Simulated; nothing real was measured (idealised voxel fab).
Documented hereafter: the process module known as voxel released beams.
It is cross-section cut that appears here, measuring 155 nm in width, its square cells being 5 nm in size.
Each cross-section below is a grid of square cells, stated as bands in top-down order, with one or more rows of cells making up each band. Per band: top height and bottom height in nm, followed by the left-to-right materials and their widths in nm; "edge to edge" marks a single material spanning edge to edge, "empty" marks empty space. For the purposes of this specification, 0 denotes the height below which the wafer in its as-received condition is composed wholly of one material, and the lowermost band, lacking a lower limit, extends downward without end, as expressed in "z 0 and below". A width given as "30 to 40" starts at the first number in the band's top row and ends at the second number in its bottom row, shifting by an equal amount at every step from row to row. Given "no change" for a step, no cell of the cross-section differs between before and after that step. In the "Cavities, sealed" entry, you get each enclosed empty space of 8 cells or more, one with no open way to the top, written width x height at distance, distance from the left edge, in nm. Heads up: the bit after the settings on a step's line is the simulator's remark on that step. overlay nm: step with mask; distance mask lay right of planned place; negative value = left of planned place.

### So here's the lineup of process steps we planned
1,RECEIVE,material Si
2,CONFORMAL_DEP,material SiN,thk nm 10
3,DIRECTIONAL_DEP,material SiO2,thk nm 20
4,PATTERN,tone open,mask id ANCHOR,material resist,width nm 45,thk nm 20,overlay nm 0
5,DIRECTIONAL_ETCH,etch materials SiO2,depth nm 20
6,STRIP,etch materials resist
7,CONFORMAL_DEP,material TiN,thk nm 15
8,MASKED_ETCH,tone cover,mask id BEAM,width nm 110,etch materials TiN,depth nm 15,overlay nm 0
9,STRIP,etch materials SiO2

### Incoming wafer, cross-sectional view, post step 1
z 0 and below = Si edge to edge
Cavities, sealed: none

### First wafer of two, sectioned at end of module; run went per plan
z 45 to 30 = empty: 20, then TiN: 20, then empty: 15, then TiN: 75, then empty: 25
z 30 to 25 = empty: 25, then TiN: 15, then empty: 15, then TiN: 15, then empty: 85
z 25 to 10 = empty: 25, then TiN: 45, then empty: 85
z 10 to 0 = SiN edge to edge
z 0 and below = Si edge to edge
Cavities, sealed: none

### Second wafer cross-section at end of module - shared start and plan with the first, one mistake in the run
z 45 to 30 = empty: 25, then TiN: 15, then empty: 15, then TiN: 75, then empty: 25
z 30 to 25 = empty: 25, then TiN: 15, then empty: 15, then TiN: 15, then empty: 85
z 25 to 10 = empty: 25, then TiN: 45, then empty: 85
z 10 to 0 = SiN edge to edge
z 0 and below = Si edge to edge
Cavities, sealed: none
The plan and the run diverged here: contrary to plan, step 8 was performed as MASKED_ETCH,tone cover,mask id BEAM,width nm 105,etch materials TiN,depth nm 15,overlay nm 0
It is noted that, at the conclusion of processing, the second wafer exhibits a higher or lower cell count for certain materials relative to the first: 3 fewer of TiN
